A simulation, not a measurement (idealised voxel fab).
process module | voxel transistor to metal
cross-section cut | 195 nm wide | cells 5 nm
A cross-section is a grid of square cells, given in bands from the top down. A band is one or more rows of cells.
Each band's line starts with the height of the band's top and of its bottom, in nm. Then come its materials from left to right, each with its width in nm. One material with "throughout" fills the band from edge to edge. "air" is empty space.
Height 0 is the level under which the wafer as received is all one material. The lowest band goes on downwards, as in "0 down".
A width such as "30 to 40" changes by the same amount from each row of cells to the next, from the band's top row to its bottom row.
"no change" after a step means that no cell of the cross-section changed.
closed voids: empty space of 8 cells or more with no open way to the top, each as width x height at its distance from the left edge, in nm
after a step's settings: what the simulator itself notes on the step
overlay nm, on a step with a mask: how far to the right of its planned place the mask lay; to the left if negative
plan
1 op RECEIVE | material Si
2 op CONFORMAL_DEP | material SiO2 | thk nm 5
3 op CONFORMAL_DEP | material SiN | thk nm 10
4 op PATTERN | tone cover | mask id ACTIVE | material resist | width nm 110 | thk nm 20 | overlay nm 0
5 op DIRECTIONAL_ETCH | etch materials SiN | depth nm 10
6 op DIRECTIONAL_ETCH | etch materials SiO2 | depth nm 5
7 op DIRECTIONAL_ETCH | etch materials Si | depth nm 20
8 op STRIP | etch materials resist
9 op FILL_DEP | material SiO2 | thk nm 5
10 op CMP | height nm 15
11 op SELECTIVE_ETCH | etch materials SiO2 | depth nm 5
12 op STRIP | etch materials SiN
13 op SELECTIVE_ETCH | etch materials SiO2 | depth nm 5
14 op OXIDIZE | depth nm 5
15 op DIRECTIONAL_DEP | material polySi | thk nm 20
16 op DIRECTIONAL_DEP | material SiCN | thk nm 15
17 op MASKED_ETCH | tone cover | mask id GATE | width nm 30 | etch materials SiCN | depth nm 25 | overlay nm 0
18 op MASKED_ETCH | tone cover | mask id GATE | width nm 30 | etch materials polySi | depth nm 30 | overlay nm 0
19 op CONFORMAL_DEP | material SiN | thk nm 5
20 op DIRECTIONAL_ETCH | etch materials SiN | depth nm 5
21 op DIRECTIONAL_ETCH | etch materials SiO2 | depth nm 5
22 op EPI | material nSi | thk nm 5
23 op FILL_DEP | material SiO2 | thk nm 10
24 op CMP | height nm 20
25 op STRIP | etch materials polySi
26 op SELECTIVE_ETCH | etch materials SiO2 | depth nm 5
27 op CONFORMAL_DEP | material HfO2 | thk nm 5
28 op CONFORMAL_DEP | material TiN | thk nm 5
29 op FILL_DEP | material W | thk nm 5
30 op CMP | height nm 15
31 op DIRECTIONAL_DEP | material SiO2 | thk nm 15
32 op DIRECTIONAL_DEP | material aC | thk nm 15
33 op PATTERN | tone open | mask id CONTACT | material resist | width nm 15 | pitch nm 75 | thk nm 35 | overlay nm 0
34 op DIRECTIONAL_ETCH | etch materials aC | depth nm 15
35 op STRIP | etch materials resist
36 op DIRECTIONAL_ETCH | etch materials SiO2 | depth nm 30
37 op STRIP | etch materials aC
38 op CONFORMAL_DEP | material TiN | thk nm 5
39 op FILL_DEP | material Ru | thk nm 10
40 op CMP | height nm 30
41 op DIRECTIONAL_DEP | material TiN | thk nm 5
42 op DIRECTIONAL_DEP | material Ru | thk nm 20
43 op MASKED_ETCH | tone cover | mask id METAL_1 | width nm 15 | pitch nm 75 | etch materials Ru | depth nm 20 | overlay nm 0
44 op MASKED_ETCH | tone cover | mask id METAL_1 | width nm 15 | pitch nm 75 | etch materials TiN | depth nm 5 | overlay nm 0
45 op FILL_DEP | material lowk | thk nm 5
46 op CMP | height nm 55
47 op CONFORMAL_DEP | material SiCN | thk nm 5
48 op DIRECTIONAL_DEP | material lowk | thk nm 35
49 op DIRECTIONAL_DEP | material aC | thk nm 15
50 op PATTERN | tone open | mask id METAL_2 | material resist | width nm 15 | pitch nm 75 | thk nm 35 | overlay nm 0
51 op DIRECTIONAL_ETCH | etch materials aC | depth nm 15
52 op STRIP | etch materials resist
53 op DIRECTIONAL_ETCH | etch materials lowk | depth nm 20
54 op STRIP | etch materials aC
55 op DIRECTIONAL_DEP | material aC | thk nm 15
56 op PATTERN | tone open | mask id METAL_2_HOLES | material resist | width nm 15 | pitch nm 75 | thk nm 35 | overlay nm 0
57 op DIRECTIONAL_ETCH | etch materials aC | depth nm 15
58 op STRIP | etch materials resist
59 op DIRECTIONAL_ETCH | etch materials lowk | depth nm 15
60 op DIRECTIONAL_ETCH | etch materials SiCN | depth nm 5
61 op STRIP | etch materials aC
62 op CONFORMAL_DEP | material TiN | thk nm 5
63 op FILL_DEP | material Ru | thk nm 5
64 op CMP | height nm 95
65 op CONFORMAL_DEP | material SiN | thk nm 5
as received, after step 1
  0 down: Si throughout
  closed voids: none
first wafer at the end, as planned
  100 to 95: SiN throughout
  95 to 60: lowk 50 | TiN 5 | Ru 5 | TiN 5 | lowk 60 | TiN 5 | Ru 5 | TiN 5 | lowk 55
  60 to 55: SiCN 50 | TiN 15 | SiCN 60 | TiN 15 | SiCN 55
  55 to 35: lowk 50 | Ru 15 | lowk 60 | Ru 15 | lowk 55
  35 to 30: lowk 50 | TiN 15 | lowk 60 | TiN 15 | lowk 55
  30 to 15: SiO2 50 | TiN 5 | Ru 5 | TiN 5 | SiO2 60 | TiN 5 | Ru 5 | TiN 5 | SiO2 55
  15 to 5: SiO2 50 | TiN 5 | Ru 5 | TiN 5 | SiO2 10 | SiN 5 | HfO2 5 | TiN 5 | W 10 | TiN 5 | HfO2 5 | SiN 5 | SiO2 10 | TiN 5 | Ru 5 | TiN 5 | SiO2 55
  5 to 0: SiO2 35 | SiN 5 | SiO2 10 | TiN 15 | SiO2 10 | SiN 5 | HfO2 5 | TiN 20 | HfO2 5 | SiN 5 | SiO2 10 | TiN 15 | SiO2 10 | SiN 5 | SiO2 40
  0 to -5: SiO2 40 | nSi 35 | HfO2 40 | nSi 35 | SiO2 45
  -5 to -20: SiO2 40 | Si 110 | SiO2 45
  -20 down: Si throughout
  closed voids: none
second wafer at the end: like start, like plan, one mistake
  100 to 95: SiN throughout
  95 to 60: lowk 50 | TiN 5 | Ru 5 | TiN 5 | lowk 60 | TiN 5 | Ru 5 | TiN 5 | lowk 55
  60 to 55: SiCN 50 | TiN 15 | SiCN 60 | TiN 15 | SiCN 55
  55 to 35: lowk 50 | Ru 15 | lowk 60 | Ru 15 | lowk 55
  35 to 30: lowk 50 | TiN 15 | lowk 60 | TiN 15 | lowk 55
  30 to 15: SiO2 50 | TiN 5 | SiN 5 | TiN 5 | SiO2 60 | TiN 5 | SiN 5 | TiN 5 | SiO2 55
  15 to 5: SiO2 50 | TiN 5 | SiN 5 | TiN 5 | SiO2 10 | SiN 5 | HfO2 5 | TiN 5 | W 10 | TiN 5 | HfO2 5 | SiN 5 | SiO2 10 | TiN 5 | SiN 5 | TiN 5 | SiO2 55
  5 to 0: SiO2 35 | SiN 5 | SiO2 10 | TiN 15 | SiO2 10 | SiN 5 | HfO2 5 | TiN 20 | HfO2 5 | SiN 5 | SiO2 10 | TiN 15 | SiO2 10 | SiN 5 | SiO2 40
  0 to -5: SiO2 40 | nSi 35 | HfO2 40 | nSi 35 | SiO2 45
  -5 to -20: SiO2 40 | Si 110 | SiO2 45
  -20 down: Si throughout
  closed voids: none
what went wrong: step 39 ran as: op FILL_DEP | material SiN | thk nm 10
at the end the second wafer has, in cells: 10 fewer of Ru | 10 more of SiN
